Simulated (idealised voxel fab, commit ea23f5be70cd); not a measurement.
Process module in this document: voxel transistor to metal
Xsec cut, 155 nm wide, square cell size 5 nm.
Heads up, the way a cross-section reads in here is a grid of square cells, handed over as bands from the top down, with every band being one or more rows of cells.
It is stipulated that each band's entry specify, in nanometres, the height of the top of the band and then that of its bottom, followed by the materials of the band in left-to-right sequence, each together with its width in nanometres. A single material marked by the word "all across" is understood to fill the band from edge to edge; the word "empty" is understood to denote empty space.
All heights in this document are referenced to 0, defined as the level beneath which the wafer, as received, consists entirely of one material. The lowest band is not bounded below; it extends indefinitely downward and is written in the form "0 and below".
The expression "30..40" gives the width at the extremes of the band, the first number at its top row of cells and the second at its bottom row, with the width changing by equal amounts from each row to the next in between.
Step marked "no alteration"? Then no cell in the cross-section changed in it.
"Sealed void listing" lists enclosed empty spaces (at least 8 cells, no open path upward to the top), each as width x height at distance from the left edge, in nm.
Read whatever lies past the settings on a step's line as the simulator's own remark about the step.
"overlay nm" denotes, for a step that has a mask, the displacement of the mask to the right of its planned place, with negative values corresponding to the left.

Steps planned for the process
1. op RECEIVE | material Si
2. op OXIDIZE | depth nm 5
3. op CONFORMAL_DEP | material SiN | thk nm 15
4. op DIRECTIONAL_DEP | material aC | thk nm 15
5. op PATTERN | tone cover | mask id ACTIVE | material resist | width nm 120 | thk nm 30 | overlay nm 0
6. op DIRECTIONAL_ETCH | etch materials aC | depth nm 15
7. op STRIP | etch materials resist
8. op DIRECTIONAL_ETCH | etch materials SiN | depth nm 15
9. op DIRECTIONAL_ETCH | etch materials SiO2 | depth nm 5
10. op DIRECTIONAL_ETCH | etch materials Si | depth nm 35
11. op STRIP | etch materials aC
12. op FILL_DEP | material SiO2 | thk nm 15
13. op CMP | height nm 15
14. op SELECTIVE_ETCH | etch materials SiO2 | depth nm 5
15. op STRIP | etch materials SiN
16. op SELECTIVE_ETCH | etch materials SiO2 | depth nm 5
17. op OXIDIZE | depth nm 5
18. op DIRECTIONAL_DEP | material polySi | thk nm 20
19. op DIRECTIONAL_DEP | material SiCN | thk nm 10
20. op MASKED_ETCH | tone cover | mask id GATE | width nm 30 | etch materials SiCN | depth nm 20 | overlay nm 0
21. op MASKED_ETCH | tone cover | mask id GATE | width nm 30 | etch materials polySi | depth nm 30 | overlay nm 0
22. op CONFORMAL_DEP | material SiO2 | thk nm 5
23. op DIRECTIONAL_ETCH | etch materials SiO2 | depth nm 5
24. op CONFORMAL_DEP | material SiN | thk nm 10
25. op DIRECTIONAL_ETCH | etch materials SiN | depth nm 10
26. op DIRECTIONAL_ETCH | etch materials SiO2 | depth nm 5
27. op DIRECTIONAL_ETCH | etch materials Si | depth nm 15
28. op EPI | material SiGe | thk nm 15
29. op FILL_DEP | material SiO2 | thk nm 10
30. op CMP | height nm 15
31. op STRIP | etch materials polySi
32. op SELECTIVE_ETCH | etch materials SiO2 | depth nm 5
33. op CONFORMAL_DEP | material HfO2 | thk nm 5
34. op CONFORMAL_DEP | material TiN | thk nm 5
35. op FILL_DEP | material W | thk nm 10
36. op CMP | height nm 10
37. op DIRECTIONAL_DEP | material SiO2 | thk nm 15
38. op DIRECTIONAL_DEP | material aC | thk nm 15
39. op PATTERN | tone open | mask id CONTACT | material resist | width nm 20 | pitch nm 80 | thk nm 30 | overlay nm 0
40. op DIRECTIONAL_ETCH | etch materials aC | depth nm 15
41. op STRIP | etch materials resist
42. op DIRECTIONAL_ETCH | etch materials SiO2 | depth nm 20
43. op STRIP | etch materials aC
44. op CONFORMAL_DEP | material TiN | thk nm 5
45. op FILL_DEP | material W | thk nm 5
46. op CMP | height nm 25
47. op DIRECTIONAL_DEP | material TiN | thk nm 5
48. op DIRECTIONAL_DEP | material W | thk nm 15
49. op MASKED_ETCH | tone cover | mask id METAL_1 | width nm 20 | pitch nm 80 | etch materials W | depth nm 15 | overlay nm 0
50. op MASKED_ETCH | tone cover | mask id METAL_1 | width nm 20 | pitch nm 80 | etch materials TiN | depth nm 5 | overlay nm 0
51. op FILL_DEP | material SiO2 | thk nm 5
52. op CMP | height nm 45
53. op CONFORMAL_DEP | material SiCN | thk nm 5

Cross-sectional view of the wafer in its as-received condition, corresponding to the state after step 1
* 0 and below | Si all across
* Sealed void listing: none

Starting wafer: above. Plan: above. Run: one mistake. Cross-section after the module: below
* 50 down to 45 | SiCN all across
* 45 down to 30 | 25 of SiO2 | 20 of W | 60 of SiO2 | 20 of W | 30 of SiO2
* 30 down to 25 | 25 of SiO2 | 20 of TiN | 60 of SiO2 | 20 of TiN | 30 of SiO2
* 25 down to 10 | HfO2 all across
* 10 down to 5 | 45 of SiO2 | 10 of SiN | 5 of HfO2 | 5 of TiN | 20 of W | 5 of TiN | 5 of HfO2 | 10 of SiN | 50 of SiO2
* 5 down to 0 | 15 of SiO2 | 10 of SiN | 20 of SiGe | 10 of SiN | 5 of HfO2 | 5 of TiN | 20 of W | 5 of TiN | 5 of HfO2 | 10 of SiN | 20 of SiGe | 10 of SiN | 20 of SiO2
* 0 down to -5 | 15 of SiO2 | 10 of SiN | 20 of SiGe | 10 of SiN | 5 of HfO2 | 30 of TiN | 5 of HfO2 | 10 of SiN | 20 of SiGe | 10 of SiN | 20 of SiO2
* -5 down to -10 | 25 of SiO2 | 20 of SiGe | 10 of SiO2 | 40 of HfO2 | 10 of SiO2 | 20 of SiGe | 30 of SiO2
* -10 down to -25 | 15 of SiO2 | 10 of Si | 20 of SiGe | 60 of Si | 20 of SiGe | 10 of Si | 20 of SiO2
* -25 down to -40 | 15 of SiO2 | 120 of Si | 20 of SiO2
* -40 and below | Si all across
* Sealed void listing: none
Diagnosis: step 37 off recipe, ran as op DIRECTIONAL_DEP | material HfO2 | thk nm 15
